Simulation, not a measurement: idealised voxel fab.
A process module follows: voxel quadruple lines.
Square cell edge 5 nm, section width 140 nm, ID cut.
Reading order for cross-sections: top band down to bottom band. Underlying form: a grid of square cells. Band size: one or more rows of cells. In this notation a band is specified by the heights of its top and bottom, in that order and in nm, after which its materials appear from left to right, each paired with its width in nm. The word "everywhere" attached to a single material means that material fills the band from edge to edge; the word "air" stands for empty space. Basically, 0 is our baseline, since under it the wafer straight out of the box is all one material. The bottom band has no lower end and keeps on going down, so it looks like "0..down". Width spec "30 to 40" -> top row of cells at first value, bottom row at second value, equal per-row change in between. "no alterations made" -> step changed no cross-section cell. The entry "Trapped cavities" lists the empty spaces that cover at least 8 cells and have no open path to the top. Each is written as width x height at distance, where the distance is measured from the left edge and all three values are in nm. Post-settings text on a step line: simulator's own remark regarding the step. overlay nm: right-of-plan distance of the mask on a masked step; negative values mean left-of-plan.

# The process steps that were planned are listed below
1) RECEIVE | material Si
2) CONFORMAL_DEP | material Al2O3 | thk nm 5
3) DIRECTIONAL_DEP | material Ru | thk nm 10
4) DIRECTIONAL_DEP | material polySi | thk nm 20
5) DIRECTIONAL_DEP | material aC | thk nm 25
6) PATTERN | tone cover | mask id MANDREL | material resist | width nm 30 | thk nm 35 | overlay nm -15
7) DIRECTIONAL_ETCH | etch materials aC | depth nm 25
8) STRIP | etch materials resist
9) CONFORMAL_DEP | material SiO2 | thk nm 10
10) DIRECTIONAL_ETCH | etch materials SiO2 | depth nm 10
11) STRIP | etch materials aC
12) DIRECTIONAL_ETCH | etch materials polySi | depth nm 20
13) STRIP | etch materials SiO2
14) CONFORMAL_DEP | material SiN | thk nm 10
15) DIRECTIONAL_ETCH | etch materials SiN | depth nm 10
16) STRIP | etch materials polySi
17) DIRECTIONAL_ETCH | etch materials Ru | depth nm 10
18) STRIP | etch materials SiN
19) FILL_DEP | material SiO2 | thk nm 10
20) CMP | height nm 15
Every wafer here starts from the same state; it is the step 6 overlay nm that distinguishes them, and the value the plan gives belongs to the first wafer.

# First of several wafers, received after step 1, in cross-section
> 0..down  Si everywhere
> Trapped cavities: none

# Per wafer (row), end of module: delta in cells per material since receipt, (+) for gained, (-) for lost; closed voids after that
overlay nm -15; +28 Al2O3; +16 Ru; +40 SiO2; Trapped cavities: none
overlay nm -10; +28 Al2O3; +16 Ru; +40 SiO2; Trapped cavities: none
overlay nm -5; +28 Al2O3; +16 Ru; +40 SiO2; Trapped cavities: none
overlay nm 0; +28 Al2O3; +16 Ru; +40 SiO2; Trapped cavities: none
overlay nm 5; +28 Al2O3; +16 Ru; +40 SiO2; Trapped cavities: none
overlay nm 10; +28 Al2O3; +16 Ru; +40 SiO2; Trapped cavities: none
overlay nm 15; +28 Al2O3; +16 Ru; +40 SiO2; Trapped cavities: none
